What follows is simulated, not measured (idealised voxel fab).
The following process module bears the name voxel capacitor over wiring.
Shown is cross-section cut, with a width of 145 nm and square cells of size 5 nm.
Think of the cross-section as a grid of square cells. We describe it in bands, top to bottom, and each band covers one or more rows of those cells. Look at the band entry: it leads with the top's height and the bottom's height in nm. Then it lists the materials left to right, with a width in nm for each. The word "full width" on a single material says that material fills the band edge to edge. The word "empty" is empty space. It should be noted that heights are counted from 0, beneath which the wafer as supplied is of one material throughout, and that the lowest band possesses no lower boundary but continues downward, as written in "top 0, no bottom". Note: "30 to 40" means the width goes from the first number (top row of the band) to the second number (bottom row) in equal steps per row of cells. When a step is marked "no alterations made", none of the cells in the cross-section changed during that step. Entrapped voids: empty space of 8 cells or more with no open way to the top, each as width x height at its distance from the left edge, in nm. If you see something after the settings on a step's line, that's the simulator's own remark about that step. What "overlay nm" on a step's line means: if the step has a mask, that mask lay this far to the right of its planned place, or, when the value is negative, to the left.

Below is the list of planned process steps
| 1 | RECEIVE: material Si |
| 2 | CONFORMAL_DEP: material SiO2, thk nm 15 |
| 3 | CONFORMAL_DEP: material SiN, thk nm 5 |
| 4 | DIRECTIONAL_DEP: material SiO2, thk nm 20 |
| 5 | DIRECTIONAL_DEP: material aC, thk nm 10 |
| 6 | PATTERN: tone open, mask id METAL_1, material resist, width nm 20, pitch nm 90, thk nm 30, overlay nm 0 |
| 7 | DIRECTIONAL_ETCH: etch materials aC, depth nm 10 |
| 8 | STRIP: etch materials resist |
| 9 | DIRECTIONAL_ETCH: etch materials SiO2, depth nm 20 |
| 10 | DIRECTIONAL_ETCH: etch materials SiN, depth nm 5 |
| 11 | STRIP: etch materials aC |
| 12 | CONFORMAL_DEP: material TiN, thk nm 5 |
| 13 | FILL_DEP: material Cu, thk nm 10 |
| 14 | CMP: height nm 40 |
| 15 | CONFORMAL_DEP: material SiCN, thk nm 5 |
| 16 | DIRECTIONAL_DEP: material lowk, thk nm 15 |
| 17 | DIRECTIONAL_DEP: material aC, thk nm 15 |
| 18 | PATTERN: tone open, mask id PLUG_1, material resist, width nm 15, thk nm 35, overlay nm 0 |
| 19 | DIRECTIONAL_ETCH: etch materials aC, depth nm 15 |
| 20 | STRIP: etch materials resist |
| 21 | DIRECTIONAL_ETCH: etch materials lowk, depth nm 15 |
| 22 | DIRECTIONAL_ETCH: etch materials SiCN, depth nm 5 |
| 23 | STRIP: etch materials aC |
| 24 | CONFORMAL_DEP: material TiN, thk nm 5 |
| 25 | FILL_DEP: material Cu, thk nm 5 |
| 26 | CMP: height nm 60 |
| 27 | DIRECTIONAL_DEP: material TiN, thk nm 5 |
| 28 | DIRECTIONAL_DEP: material SiN, thk nm 5 |
| 29 | DIRECTIONAL_DEP: material TiN, thk nm 5 |
| 30 | DIRECTIONAL_DEP: material aC, thk nm 10 |
| 31 | PATTERN: tone cover, mask id UPPER_PLATE, material resist, width nm 75, thk nm 30, overlay nm 0 |
| 32 | DIRECTIONAL_ETCH: etch materials aC, depth nm 10 |
| 33 | STRIP: etch materials resist |
| 34 | DIRECTIONAL_ETCH: etch materials TiN, depth nm 5 |
| 35 | DIRECTIONAL_ETCH: etch materials SiN, depth nm 5 |
| 36 | STRIP: etch materials aC |
| 37 | PATTERN: tone cover, mask id LOWER_PLATE, material resist, width nm 85, thk nm 15, overlay nm 0 |
| 38 | DIRECTIONAL_ETCH: etch materials TiN, depth nm 5 |
| 39 | STRIP: etch materials resist |
| 40 | FILL_DEP: material SiO2, thk nm 20 |
| 41 | CMP: height nm 90 |
| 42 | PATTERN: tone open, mask id PLUG_2, material resist, width nm 15, thk nm 15, overlay nm 0 |
| 43 | DIRECTIONAL_ETCH: etch materials SiO2, depth nm 15 |
| 44 | STRIP: etch materials resist |
| 45 | CONFORMAL_DEP: material TiN, thk nm 5 |
| 46 | FILL_DEP: material Ru, thk nm 10 |
| 47 | CMP: height nm 90 |
| 48 | CONFORMAL_DEP: material SiN, thk nm 5 |

First of two wafers: run as planned

As-received wafer cross-section (after step 1)
    top 0, no bottom  Si full width
    Entrapped voids: none

Presented here is a cross-section of the wafer after step 2 has been performed
    top 15, bottom 0  SiO2 full width
    Note: structure below 0 unchanged.

Presented here is a cross-section of the wafer after step 3 has been performed
    top 20, bottom 15  SiN full width
    Note: structure below 15 unchanged.

Presented here is a cross-section of the wafer after step 4 has been performed
    top 40, bottom 20  SiO2 full width
    Note: structure below 20 unchanged.

Presented here is a cross-section of the wafer after step 5 has been performed
    top 50, bottom 40  aC full width
    Note: structure below 40 unchanged.

Presented here is a cross-section of the wafer after step 6 has been performed
    top 80, bottom 50  resist 15, empty 20, resist 70, empty 20, resist 20
    Note: structure below 50 unchanged.

Presented here is a cross-section of the wafer after step 7 has been performed
    top 70, bottom 50  resist 15, empty 20, resist 70, empty 20, resist 20
    top 50, bottom 40  aC 15, empty 20, aC 70, empty 20, aC 20
    Note: structure below 40 unchanged.

Presented here is a cross-section of the wafer after step 8 has been performed
    top 50, bottom 40  aC 15, empty 20, aC 70, empty 20, aC 20
    Note: structure below 40 unchanged.

Presented here is a cross-section of the wafer after step 9 has been performed
    top 50, bottom 40  aC 15, empty 20, aC 70, empty 20, aC 20
    top 40, bottom 20  SiO2 15, empty 20, SiO2 70, empty 20, SiO2 20
    Note: structure below 20 unchanged.

Presented here is a cross-section of the wafer after step 10 has been performed
    top 50, bottom 40  aC 15, empty 20, aC 70, empty 20, aC 20
    top 40, bottom 20  SiO2 15, empty 20, SiO2 70, empty 20, SiO2 20
    top 20, bottom 15  SiN 15, empty 20, SiN 70, empty 20, SiN 20
    Note: structure below 15 unchanged.

Presented here is a cross-section of the wafer after step 11 has been performed
    top 40, bottom 20  SiO2 15, empty 20, SiO2 70, empty 20, SiO2 20
    Note: structure below 20 unchanged.

Presented here is a cross-section of the wafer after step 12 has been performed
    top 45, bottom 40  TiN 20, empty 10, TiN 80, empty 10, TiN 25
    top 40, bottom 20  SiO2 15, TiN 5, empty 10, TiN 5, SiO2 70, TiN 5, empty 10, TiN 5, SiO2 20
    top 20, bottom 15  SiN 15, TiN 20, SiN 70, TiN 20, SiN 20
    Note: structure below 15 unchanged.

Presented here is a cross-section of the wafer after step 13 has been performed
    top 55, bottom 45  Cu full width
    top 45, bottom 40  TiN 20, Cu 10, TiN 80, Cu 10, TiN 25
    top 40, bottom 20  SiO2 15, TiN 5, Cu 10, TiN 5, SiO2 70, TiN 5, Cu 10, TiN 5, SiO2 20
    Note: structure below 20 unchanged.

Presented here is a cross-section of the wafer after step 14 has been performed
    top 40, bottom 20  SiO2 15, TiN 5, Cu 10, TiN 5, SiO2 70, TiN 5, Cu 10, TiN 5, SiO2 20
    Note: structure below 20 unchanged.

Presented here is a cross-section of the wafer after step 15 has been performed
    top 45, bottom 40  SiCN full width
    Note: structure below 40 unchanged.

Presented here is a cross-section of the wafer after step 16 has been performed
    top 60, bottom 45  lowk full width
    Note: structure below 45 unchanged.

Presented here is a cross-section of the wafer after step 17 has been performed
    top 75, bottom 60  aC full width
    Note: structure below 60 unchanged.

Presented here is a cross-section of the wafer after step 18 has been performed
    top 110, bottom 75  resist 20, empty 15, resist 110
    Note: structure below 75 unchanged.

Presented here is a cross-section of the wafer after step 19 has been performed
    top 95, bottom 75  resist 20, empty 15, resist 110
    top 75, bottom 60  aC 20, empty 15, aC 110
    Note: structure below 60 unchanged.

Presented here is a cross-section of the wafer after step 20 has been performed
    top 75, bottom 60  aC 20, empty 15, aC 110
    Note: structure below 60 unchanged.

Presented here is a cross-section of the wafer after step 21 has been performed
    top 75, bottom 60  aC 20, empty 15, aC 110
    top 60, bottom 45  lowk 20, empty 15, lowk 110
    Note: structure below 45 unchanged.

Presented here is a cross-section of the wafer after step 22 has been performed
    top 75, bottom 60  aC 20, empty 15, aC 110
    top 60, bottom 45  lowk 20, empty 15, lowk 110
    top 45, bottom 40  SiCN 20, empty 15, SiCN 110
    Note: structure below 40 unchanged.

Presented here is a cross-section of the wafer after step 23 has been performed
    top 60, bottom 45  lowk 20, empty 15, lowk 110
    Note: structure below 45 unchanged.

Presented here is a cross-section of the wafer after step 24 has been performed
    top 65, bottom 60  TiN 25, empty 5, TiN 115
    top 60, bottom 45  lowk 20, TiN 5, empty 5, TiN 5, lowk 110
    top 45, bottom 40  SiCN 20, TiN 15, SiCN 110
    Note: structure below 40 unchanged.

Presented here is a cross-section of the wafer after step 25 has been performed
    top 70, bottom 65  Cu full width
    top 65, bottom 60  TiN 25, Cu 5, TiN 115
    top 60, bottom 45  lowk 20, TiN 5, Cu 5, TiN 5, lowk 110
    Note: structure below 45 unchanged.

Presented here is a cross-section of the wafer after step 26 has been performed
    top 60, bottom 45  lowk 20, TiN 5, Cu 5, TiN 5, lowk 110
    Note: structure below 45 unchanged.

Presented here is a cross-section of the wafer after step 27 has been performed
    top 65, bottom 60  TiN full width
    Note: structure below 60 unchanged.

Presented here is a cross-section of the wafer after step 28 has been performed
    top 70, bottom 65  SiN full width
    Note: structure below 65 unchanged.

Presented here is a cross-section of the wafer after step 29 has been performed
    top 75, bottom 70  TiN full width
    Note: structure below 70 unchanged.

Presented here is a cross-section of the wafer after step 30 has been performed
    top 85, bottom 75  aC full width
    Note: structure below 75 unchanged.

Presented here is a cross-section of the wafer after step 31 has been performed
    top 115, bottom 85  empty 20, resist 75, empty 50
    Note: structure below 85 unchanged.

Presented here is a cross-section of the wafer after step 32 has been performed
    top 105, bottom 85  empty 20, resist 75, empty 50
    top 85, bottom 75  empty 20, aC 75, empty 50
    Note: structure below 75 unchanged.

Presented here is a cross-section of the wafer after step 33 has been performed
    top 85, bottom 75  empty 20, aC 75, empty 50
    Note: structure below 75 unchanged.

Presented here is a cross-section of the wafer after step 34 has been performed
    top 85, bottom 75  empty 20, aC 75, empty 50
    top 75, bottom 70  empty 20, TiN 75, empty 50
    Note: structure below 70 unchanged.

Presented here is a cross-section of the wafer after step 35 has been performed
    top 85, bottom 75  empty 20, aC 75, empty 50
    top 75, bottom 70  empty 20, TiN 75, empty 50
    top 70, bottom 65  empty 20, SiN 75, empty 50
    Note: structure below 65 unchanged.

Presented here is a cross-section of the wafer after step 36 has been performed
    top 75, bottom 70  empty 20, TiN 75, empty 50
    Note: structure below 70 unchanged.

Presented here is a cross-section of the wafer after step 37 has been performed
    top 90, bottom 75  empty 15, resist 85, empty 45
    top 75, bottom 70  empty 15, resist 5, TiN 75, resist 5, empty 45
    top 70, bottom 65  empty 15, resist 5, SiN 75, resist 5, empty 45
    Note: structure below 65 unchanged.

Presented here is a cross-section of the wafer after step 38 has been performed
    top 90, bottom 75  empty 15, resist 85, empty 45
    top 75, bottom 70  empty 15, resist 5, TiN 75, resist 5, empty 45
    top 70, bottom 65  empty 15, resist 5, SiN 75, resist 5, empty 45
    top 65, bottom 60  empty 15, TiN 85, empty 45
    Note: structure below 60 unchanged.

Presented here is a cross-section of the wafer after step 39 has been performed
    top 75, bottom 70  empty 20, TiN 75, empty 50
    top 70, bottom 65  empty 20, SiN 75, empty 50
    Note: structure below 65 unchanged.

Presented here is a cross-section of the wafer after step 40 has been performed
    top 95, bottom 75  SiO2 full width
    top 75, bottom 70  SiO2 20, TiN 75, SiO2 50
    top 70, bottom 65  SiO2 20, SiN 75, SiO2 50
    top 65, bottom 60  SiO2 15, TiN 85, SiO2 45
    Note: structure below 60 unchanged.

Presented here is a cross-section of the wafer after step 41 has been performed
    top 90, bottom 75  SiO2 full width
    Note: structure below 75 unchanged.

Presented here is a cross-section of the wafer after step 42 has been performed
    top 105, bottom 90  resist 30, empty 15, resist 100
    Note: structure below 90 unchanged.

Presented here is a cross-section of the wafer after step 43 has been performed
    top 105, bottom 90  resist 30, empty 15, resist 100
    top 90, bottom 75  SiO2 30, empty 15, SiO2 100
    Note: structure below 75 unchanged.

Presented here is a cross-section of the wafer after step 44 has been performed
    top 90, bottom 75  SiO2 30, empty 15, SiO2 100
    Note: structure below 75 unchanged.

Presented here is a cross-section of the wafer after step 45 has been performed
    top 95, bottom 90  TiN 35, empty 5, TiN 105
    top 90, bottom 80  SiO2 30, TiN 5, empty 5, TiN 5, SiO2 100
    top 80, bottom 70  SiO2 30 to 20, TiN 15 to 75, SiO2 100 to 50
    Note: structure below 70 unchanged.

Presented here is a cross-section of the wafer after step 46 has been performed
    top 105, bottom 95  Ru full width
    top 95, bottom 90  TiN 35, Ru 5, TiN 105
    top 90, bottom 80  SiO2 30, TiN 5, Ru 5, TiN 5, SiO2 100
    Note: structure below 80 unchanged.

Presented here is a cross-section of the wafer after step 47 has been performed
    top 90, bottom 80  SiO2 30, TiN 5, Ru 5, TiN 5, SiO2 100
    Note: structure below 80 unchanged.

Presented here is a cross-section of the wafer after step 48 has been performed
    top 95, bottom 90  SiN full width
    Note: structure below 90 unchanged.

Notes, second wafer: start = first wafer's, plan = first wafer's, execution had one mistake; history identical to first through step 14

Second wafer, cross-section, planned end of step 15
    top 45, bottom 40  Cu full width
    Note: structure below 40 unchanged.

Second wafer, cross-section, planned end of step 16
    top 60, bottom 45  lowk full width
    Note: structure below 45 unchanged.

Second wafer, cross-section, planned end of step 17
    top 75, bottom 60  aC full width
    Note: structure below 60 unchanged.

Second wafer, cross-section, planned end of step 18
    top 110, bottom 75  resist 20, empty 15, resist 110
    Note: structure below 75 unchanged.

Second wafer, cross-section, planned end of step 19
    top 95, bottom 75  resist 20, empty 15, resist 110
    top 75, bottom 60  aC 20, empty 15, aC 110
    Note: structure below 60 unchanged.

Second wafer, cross-section, planned end of step 20
    top 75, bottom 60  aC 20, empty 15, aC 110
    Note: structure below 60 unchanged.

Second wafer, cross-section, planned end of step 21
    top 75, bottom 60  aC 20, empty 15, aC 110
    top 60, bottom 45  lowk 20, empty 15, lowk 110
    Note: structure below 45 unchanged.

Second wafer, cross-section, planned end of step 22: no alterations made

Second wafer, cross-section, planned end of step 23
    top 60, bottom 45  lowk 20, empty 15, lowk 110
    Note: structure below 45 unchanged.

Second wafer, cross-section, planned end of step 24
    top 65, bottom 60  TiN 25, empty 5, TiN 115
    top 60, bottom 50  lowk 20, TiN 5, empty 5, TiN 5, lowk 110
    top 50, bottom 45  lowk 20, TiN 15, lowk 110
    Note: structure below 45 unchanged.

Second wafer, cross-section, planned end of step 25
    top 70, bottom 65  Cu full width
    top 65, bottom 60  TiN 25, Cu 5, TiN 115
    top 60, bottom 50  lowk 20, TiN 5, Cu 5, TiN 5, lowk 110
    Note: structure below 50 unchanged.

Second wafer, cross-section, planned end of step 26
    top 60, bottom 50  lowk 20, TiN 5, Cu 5, TiN 5, lowk 110
    Note: structure below 50 unchanged.

Second wafer, cross-section, planned end of step 27
    top 65, bottom 60  TiN full width
    Note: structure below 60 unchanged.

Second wafer, cross-section, planned end of step 28
    top 70, bottom 65  SiN full width
    Note: structure below 65 unchanged.

Second wafer, cross-section, planned end of step 29
    top 75, bottom 70  TiN full width
    Note: structure below 70 unchanged.

Second wafer, cross-section, planned end of step 30
    top 85, bottom 75  aC full width
    Note: structure below 75 unchanged.

Second wafer, cross-section, planned end of step 31
    top 115, bottom 85  empty 20, resist 75, empty 50
    Note: structure below 85 unchanged.

Second wafer, cross-section, planned end of step 32
    top 105, bottom 85  empty 20, resist 75, empty 50
    top 85, bottom 75  empty 20, aC 75, empty 50
    Note: structure below 75 unchanged.

Second wafer, cross-section, planned end of step 33
    top 85, bottom 75  empty 20, aC 75, empty 50
    Note: structure below 75 unchanged.

Second wafer, cross-section, planned end of step 34
    top 85, bottom 75  empty 20, aC 75, empty 50
    top 75, bottom 70  empty 20, TiN 75, empty 50
    Note: structure below 70 unchanged.

Second wafer, cross-section, planned end of step 35
    top 85, bottom 75  empty 20, aC 75, empty 50
    top 75, bottom 70  empty 20, TiN 75, empty 50
    top 70, bottom 65  empty 20, SiN 75, empty 50
    Note: structure below 65 unchanged.

Second wafer, cross-section, planned end of step 36
    top 75, bottom 70  empty 20, TiN 75, empty 50
    Note: structure below 70 unchanged.

Second wafer, cross-section, planned end of step 37
    top 90, bottom 75  empty 15, resist 85, empty 45
    top 75, bottom 70  empty 15, resist 5, TiN 75, resist 5, empty 45
    top 70, bottom 65  empty 15, resist 5, SiN 75, resist 5, empty 45
    Note: structure below 65 unchanged.

Second wafer, cross-section, planned end of step 38
    top 90, bottom 75  empty 15, resist 85, empty 45
    top 75, bottom 70  empty 15, resist 5, TiN 75, resist 5, empty 45
    top 70, bottom 65  empty 15, resist 5, SiN 75, resist 5, empty 45
    top 65, bottom 60  empty 15, TiN 85, empty 45
    Note: structure below 60 unchanged.

Second wafer, cross-section, planned end of step 39
    top 75, bottom 70  empty 20, TiN 75, empty 50
    top 70, bottom 65  empty 20, SiN 75, empty 50
    Note: structure below 65 unchanged.

Second wafer, cross-section, planned end of step 40
    top 95, bottom 75  SiO2 full width
    top 75, bottom 70  SiO2 20, TiN 75, SiO2 50
    top 70, bottom 65  SiO2 20, SiN 75, SiO2 50
    top 65, bottom 60  SiO2 15, TiN 85, SiO2 45
    Note: structure below 60 unchanged.

Second wafer, cross-section, planned end of step 41
    top 90, bottom 75  SiO2 full width
    Note: structure below 75 unchanged.

Second wafer, cross-section, planned end of step 42
    top 105, bottom 90  resist 30, empty 15, resist 100
    Note: structure below 90 unchanged.

Second wafer, cross-section, planned end of step 43
    top 105, bottom 90  resist 30, empty 15, resist 100
    top 90, bottom 75  SiO2 30, empty 15, SiO2 100
    Note: structure below 75 unchanged.

Second wafer, cross-section, planned end of step 44
    top 90, bottom 75  SiO2 30, empty 15, SiO2 100
    Note: structure below 75 unchanged.

Second wafer, cross-section, planned end of step 45
    top 95, bottom 90  TiN 35, empty 5, TiN 105
    top 90, bottom 80  SiO2 30, TiN 5, empty 5, TiN 5, SiO2 100
    top 80, bottom 70  SiO2 30 to 20, TiN 15 to 75, SiO2 100 to 50
    Note: structure below 70 unchanged.

Second wafer, cross-section, planned end of step 46
    top 105, bottom 95  Ru full width
    top 95, bottom 90  TiN 35, Ru 5, TiN 105
    top 90, bottom 80  SiO2 30, TiN 5, Ru 5, TiN 5, SiO2 100
    Note: structure below 80 unchanged.

Second wafer, cross-section, planned end of step 47
    top 90, bottom 80  SiO2 30, TiN 5, Ru 5, TiN 5, SiO2 100
    Note: structure below 80 unchanged.

Second wafer, cross-section, planned end of step 48
    top 95, bottom 90  SiN full width
    Note: structure below 90 unchanged.
what went wrong: rather than as planned, step 15 actually ran as CONFORMAL_DEP: material Cu, thk nm 5
Looking at both finished wafers in cells, the second ends up ahead of or behind the first on some materials: Cu: 28 more; SiCN: 26 fewer; TiN: 2 fewer
